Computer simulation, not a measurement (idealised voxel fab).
Process module name: voxel trench capacitor
Cross-sectional view cut (width: 205 nm; square cell size: 5 nm).
Cross-section, as written here: a square-cell grid given band by band from the top down, where a band holds one or more rows of cells. The entry gives the band's vertical extent as a top height and a bottom height in nm, then its horizontal make-up as materials from left to right, each with a width in nm. "blank" stands for empty space; a single material marked "throughout" fills the band edge to edge. For the purposes of this specification, 0 denotes the height below which the wafer in its as-received condition is composed wholly of one material, and the lowermost band, lacking a lower limit, extends downward without end, as expressed in "z 0 and below". When a width is written as two numbers, as in "30->40", the first number is the width in the top row of cells of the band and the second is the width in its bottom row, and the width changes by the same amount from each row to the next. "remains unaltered" (step): cross-section cells unchanged, all of them. "Internal closed voids" specifies each empty space that is not open to the top and that occupies no fewer than 8 cells, using the form width x height at distance, the distance measured from the left edge and all three quantities in nm. That trailing text on a step's line, after the settings, is the simulator's own remark on the step. overlay nm: how far to the right of its planned place the mask lay on this masked step (negative: to the left).
**Process steps - plan**
1: RECEIVE with material Si
2: CONFORMAL_DEP with material SiN, thk nm 10
3: DIRECTIONAL_DEP with material aC, thk nm 15
4: PATTERN with tone open, mask id TRENCH, material resist, width nm 25, pitch nm 45, thk nm 35, overlay nm 0
5: DIRECTIONAL_ETCH with etch materials aC, depth nm 15
6: STRIP with etch materials resist
7: DIRECTIONAL_ETCH with etch materials SiN, depth nm 10
8: DIRECTIONAL_ETCH with etch materials Si, depth nm 40
9: STRIP with etch materials aC
10: CONFORMAL_DEP with material HfO2, thk nm 5
11: CONFORMAL_DEP with material TiN, thk nm 5
12: FILL_DEP with material W, thk nm 5
13: CMP with height nm 10
**Cross-section, incoming material, after step 1**
* z 0 and below | Si throughout
* Internal closed voids: none
**End state of the module in cross-section, given the above starting point and plan and one mistake in execution**
* z 10 to 0 | 70 of SiN, then 5 of HfO2, then 5 of TiN, then 5 of W, then 5 of TiN, then 5 of HfO2, then 20 of SiN, then 5 of HfO2, then 5 of TiN, then 5 of W, then 5 of TiN, then 5 of HfO2, then 65 of SiN
* z 0 to -30 | 70 of Si, then 5 of HfO2, then 5 of TiN, then 5 of W, then 5 of TiN, then 5 of HfO2, then 20 of Si, then 5 of HfO2, then 5 of TiN, then 5 of W, then 5 of TiN, then 5 of HfO2, then 65 of Si
* z -30 to -35 | 70 of Si, then 5 of HfO2, then 15 of TiN, then 5 of HfO2, then 20 of Si, then 5 of HfO2, then 15 of TiN, then 5 of HfO2, then 65 of Si
* z -35 to -40 | 70 of Si, then 25 of HfO2, then 20 of Si, then 25 of HfO2, then 65 of Si
* z -40 and below | Si throughout
* Internal closed voids: none
What went wrong in running the wafer? the process deviated at step 4: the operation and settings actually run there were PATTERN with tone open, mask id TRENCH, material resist, width nm 25, pitch nm 45, thk nm 35, overlay nm 5
